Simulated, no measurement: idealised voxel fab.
process module | voxel transistor to metal
cross-section cut | 210 nm wide | cells 5 nm
A cross-section is a grid of square cells, given in bands from the top down. A band is one or more rows of cells.
Each band's line starts with the height of the band's top and of its bottom, in nm. Then come its materials from left to right, each with its width in nm. One material with "throughout" fills the band from edge to edge. "air" is empty space.
Height 0 is the level under which the wafer as received is all one material. The lowest band goes on downwards, as in "0 down".
A width such as "30 to 40" changes by the same amount from each row of cells to the next, from the band's top row to its bottom row.
"no change" after a step means that no cell of the cross-section changed.
closed voids: empty space of 8 cells or more with no open way to the top, each as width x height at its distance from the left edge, in nm
after a step's settings: what the simulator itself notes on the step
overlay nm, on a step with a mask: how far to the right of its planned place the mask lay; to the left if negative
plan
1 op RECEIVE | material Si
2 op CONFORMAL_DEP | material SiO2 | thk nm 5
3 op CONFORMAL_DEP | material SiN | thk nm 15
4 op MASKED_ETCH | tone cover | mask id ACTIVE | width nm 120 | etch materials SiN | depth nm 15 | overlay nm 0
5 op MASKED_ETCH | tone cover | mask id ACTIVE | width nm 120 | etch materials SiO2 | depth nm 5 | overlay nm 0
6 op MASKED_ETCH | tone cover | mask id ACTIVE | width nm 120 | etch materials Si | depth nm 35 | overlay nm 0
7 op FILL_DEP | material SiO2 | thk nm 10
8 op CMP | height nm 20
9 op SELECTIVE_ETCH | etch materials SiO2 | depth nm 5
10 op STRIP | etch materials SiN
11 op SELECTIVE_ETCH | etch materials SiO2 | depth nm 5
12 op OXIDIZE | depth nm 5
13 op DIRECTIONAL_DEP | material polySi | thk nm 25
14 op DIRECTIONAL_DEP | material SiCN | thk nm 15
15 op MASKED_ETCH | tone cover | mask id GATE | width nm 30 | etch materials SiCN | depth nm 25 | overlay nm 0
16 op MASKED_ETCH | tone cover | mask id GATE | width nm 30 | etch materials polySi | depth nm 35 | overlay nm 0
17 op CONFORMAL_DEP | material SiN | thk nm 10
18 op DIRECTIONAL_ETCH | etch materials SiN | depth nm 10
19 op DIRECTIONAL_ETCH | etch materials SiO2 | depth nm 5
20 op EPI | material SiGe | thk nm 5
21 op FILL_DEP | material SiO2 | thk nm 10
22 op CMP | height nm 25
23 op STRIP | etch materials polySi
24 op SELECTIVE_ETCH | etch materials SiO2 | depth nm 5
25 op CONFORMAL_DEP | material HfO2 | thk nm 5
26 op CONFORMAL_DEP | material TiN | thk nm 5
27 op FILL_DEP | material W | thk nm 10
28 op CMP | height nm 20
29 op DIRECTIONAL_DEP | material SiO2 | thk nm 15
30 op PATTERN | tone open | mask id CONTACT | material resist | width nm 15 | pitch nm 85 | thk nm 15 | overlay nm 0
31 op DIRECTIONAL_ETCH | etch materials SiO2 | depth nm 35
32 op STRIP | etch materials resist
33 op CONFORMAL_DEP | material TiN | thk nm 5
34 op FILL_DEP | material W | thk nm 5
35 op CMP | height nm 35
36 op CONFORMAL_DEP | material SiCN | thk nm 5
37 op DIRECTIONAL_DEP | material SiO2 | thk nm 15
38 op MASKED_ETCH | tone open | mask id METAL_1 | width nm 15 | pitch nm 85 | etch materials SiO2 | depth nm 15 | overlay nm 0
39 op MASKED_ETCH | tone open | mask id METAL_1 | width nm 15 | pitch nm 85 | etch materials SiCN | depth nm 5 | overlay nm 0
40 op CONFORMAL_DEP | material TiN | thk nm 5
41 op FILL_DEP | material Cu | thk nm 10
42 op CMP | height nm 55
43 op CONFORMAL_DEP | material SiCN | thk nm 5
44 op DIRECTIONAL_DEP | material SiO2 | thk nm 30
45 op DIRECTIONAL_DEP | material aC | thk nm 15
46 op PATTERN | tone open | mask id METAL_2 | material resist | width nm 15 | pitch nm 85 | thk nm 35 | overlay nm 0
47 op DIRECTIONAL_ETCH | etch materials aC | depth nm 15
48 op STRIP | etch materials resist
49 op DIRECTIONAL_ETCH | etch materials SiO2 | depth nm 15
50 op STRIP | etch materials aC
51 op PATTERN | tone open | mask id METAL_2_HOLES | material resist | width nm 15 | pitch nm 85 | thk nm 20 | overlay nm 0
52 op DIRECTIONAL_ETCH | etch materials SiO2 | depth nm 15
53 op DIRECTIONAL_ETCH | etch materials SiCN | depth nm 5
54 op STRIP | etch materials resist
55 op CONFORMAL_DEP | material TiN | thk nm 5
56 op FILL_DEP | material Cu | thk nm 10
57 op CMP | height nm 90
58 op CONFORMAL_DEP | material SiN | thk nm 5
as received, after step 1
  0 down: Si throughout
  closed voids: none
a wafer at the end: this start, this plan, one mistake
  95 to 90: SiN throughout
  90 to 60: SiO2 55 | TiN 5 | Cu 5 | TiN 5 | SiO2 70 | TiN 5 | Cu 5 | TiN 5 | SiO2 55
  60 to 55: SiCN 55 | TiN 15 | SiCN 70 | TiN 15 | SiCN 55
  55 to 45: SiO2 55 | TiN 5 | Cu 5 | TiN 5 | SiO2 70 | TiN 5 | Cu 5 | TiN 5 | SiO2 55
  45 to 40: SiO2 55 | TiN 15 | SiO2 70 | TiN 15 | SiO2 55
  40 to 35: SiCN 65 | TiN 5 | SiCN 80 | TiN 5 | SiCN 55
  35 to 20: SiO2 55 | TiN 5 | W 5 | TiN 5 | SiO2 70 | TiN 5 | W 5 | TiN 5 | SiO2 55
  20 to 10: SiO2 55 | TiN 5 | W 5 | TiN 5 | SiO2 10 | SiN 10 | HfO2 5 | TiN 5 | W 10 | TiN 5 | HfO2 5 | SiN 10 | SiO2 10 | TiN 5 | W 5 | TiN 5 | SiO2 55
  10 to 5: SiO2 40 | SiN 10 | SiO2 5 | TiN 5 | W 5 | TiN 5 | SiO2 10 | SiN 10 | HfO2 5 | TiN 5 | W 10 | TiN 5 | HfO2 5 | SiN 10 | SiO2 10 | TiN 5 | W 5 | TiN 5 | SiO2 5 | SiN 10 | SiO2 40
  5 to 0: SiO2 40 | SiN 10 | SiO2 5 | TiN 15 | SiO2 10 | SiN 10 | HfO2 5 | TiN 20 | HfO2 5 | SiN 10 | SiO2 10 | TiN 15 | SiO2 5 | SiN 10 | SiO2 40
  0 to -5: SiO2 50 | SiGe 30 | SiO2 5 | HfO2 40 | SiO2 5 | SiGe 30 | SiO2 50
  -5 to -35: SiO2 45 | Si 120 | SiO2 45
  -35 down: Si throughout
  closed voids: none
what went wrong: step 39 ran as: op MASKED_ETCH | tone open | mask id METAL_1 | width nm 15 | pitch nm 85 | etch materials SiCN | depth nm 5 | overlay nm 10
